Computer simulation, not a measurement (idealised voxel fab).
The following process module bears the name voxel self aligned contacts.
Each square cell in cross-section cut measures 5 nm, and the section as a whole is 255 nm wide.
Bands, listed from the top down, are how a cross-section gets written in this document; the cross-section itself is a grid of square cells, and a band is one or more rows of them. Top, bottom (nm), then materials left to right with widths (nm); lone material tagged "full width" fills the whole band edge to edge; "empty" = empty space. Height is counted from the level 0, under which the received wafer is composed throughout of one material. The lowest of the bands is not closed at the bottom but continues downward, in the notation "from 0 down". A two-number width, for instance "30..40", indicates that the width is equal to the first number in the top row of the band and to the second number in the bottom row, and that it changes by a constant amount per row of cells. Where the words "nothing changed" appear for a step, the cross-section shows no cell changed by that step; every cell remained as before. Voids not open to the top, 8 cells minimum: see "Closed cavity list". Written width x height at distance; distance is from the left edge; nm. What comes after the settings on a step's line is commentary from the simulator itself on that step. Among the settings permitted on a step's line is "overlay nm"; applied to a step with a mask, it specifies the extent to which the mask lay to the right of its planned position, whereas a negative figure signifies a position to the left.

INTENDED PROCESS STEPS
- 1: RECEIVE: material Si
- 2: CONFORMAL_DEP: material SiO2, thk nm 5
- 3: DIRECTIONAL_DEP: material polySi, thk nm 15
- 4: DIRECTIONAL_DEP: material SiN, thk nm 25
- 5: PATTERN: tone cover, mask id GATE, material resist, width nm 25, pitch nm 60, thk nm 15, overlay nm 0
- 6: DIRECTIONAL_ETCH: etch materials SiN, depth nm 25
- 7: DIRECTIONAL_ETCH: etch materials polySi, depth nm 25
- 8: STRIP: etch materials resist
- 9: CONFORMAL_DEP: material SiN, thk nm 10
- 10: DIRECTIONAL_ETCH: etch materials SiN, depth nm 10
- 11: FILL_DEP: material SiO2, thk nm 15
- 12: CMP: height nm 60
- 13: PATTERN: tone open, mask id CONTACT, material resist, width nm 45, thk nm 15, overlay nm 0
- 14: DIRECTIONAL_ETCH: etch materials SiO2, depth nm 60
- 15: STRIP: etch materials resist
- 16: CONFORMAL_DEP: material TiN, thk nm 5
- 17: FILL_DEP: material Ru, thk nm 5
- 18: CMP: height nm 60
- 19: CONFORMAL_DEP: material SiCN, thk nm 5
For this document, wafers share an identical start and vary in the step 3 thk nm; the plan quotes the first wafer's value.

FIRST WAFER OF SEVERAL, AS RECEIVED: CROSS-SECTION AFTER STEP 1
* from 0 down = Si full width
* Closed cavity list: none

AFTER THE MODULE'S FINAL STEP, STEP 19: THE FIRST OF SEVERAL WAFERS IN CROSS-SECTION
* from 65 to 60 = SiCN full width
* from 60 to 50 = 105 SiO2; 5 TiN; 35 Ru; 5 TiN; 105 SiO2
* from 50 to 45 = 105 SiO2; 20 TiN; 5 Ru; 20 TiN; 105 SiO2
* from 45 to 20 = 75 SiO2; 45 SiN; 5 TiN; 5 Ru; 5 TiN; 45 SiN; 75 SiO2
* from 20 to 5 = 75 SiO2; 10 SiN; 25 polySi; 10 SiN; 5 TiN; 5 Ru; 5 TiN; 10 SiN; 25 polySi; 10 SiN; 75 SiO2
* from 5 to 0 = 120 SiO2; 15 TiN; 120 SiO2
* from 0 down = Si full width
* Closed cavity list: none

THE LAST WAFER AS SEEN IN CROSS-SECTION AT THE END OF THE MODULE
* from 65 to 60 = SiCN full width
* from 60 to 45 = 75 SiO2; 45 SiN; 5 TiN; 5 Ru; 5 TiN; 45 SiN; 75 SiO2
* from 45 to 25 = 75 SiO2; 10 SiN; 25 polySi; 10 SiN; 5 TiN; 5 Ru; 5 TiN; 10 SiN; 25 polySi; 10 SiN; 75 SiO2
* from 25 to 20 = 75 SiO2; 10 SiN; 25 polySi; 10 SiN; 15 TiN; 10 SiN; 25 polySi; 10 SiN; 75 SiO2
* from 20 to 5 = polySi full width
* from 5 to 0 = SiO2 full width
* from 0 down = Si full width
* Closed cavity list: none

BASICALLY EACH WAFER GETS A LINE IN THE TABLE, SHOWING IT AT THE END OF THE MODULE: MATERIAL BY MATERIAL, THE CELLS IT GAINED (+) OR LOST (-) SINCE WE GOT IT, THEN ITS CLOSED VOIDS
thk nm 15; +23 Ru; +51 SiCN; +114 SiN; +414 SiO2; +31 TiN; +30 polySi; Closed cavity list: none
thk nm 20; +17 Ru; +51 SiCN; +122 SiN; +402 SiO2; +31 TiN; +40 polySi; Closed cavity list: none
thk nm 25; +11 Ru; +51 SiCN; +130 SiN; +390 SiO2; +31 TiN; +50 polySi; Closed cavity list: none
thk nm 30; +9 Ru; +51 SiCN; +130 SiN; +351 SiO2; +21 TiN; +101 polySi; Closed cavity list: none
thk nm 35; +8 Ru; +51 SiCN; +112 SiN; +321 SiO2; +19 TiN; +152 polySi; Closed cavity list: none
thk nm 40; +7 Ru; +51 SiCN; +94 SiN; +291 SiO2; +17 TiN; +203 polySi; Closed cavity list: none
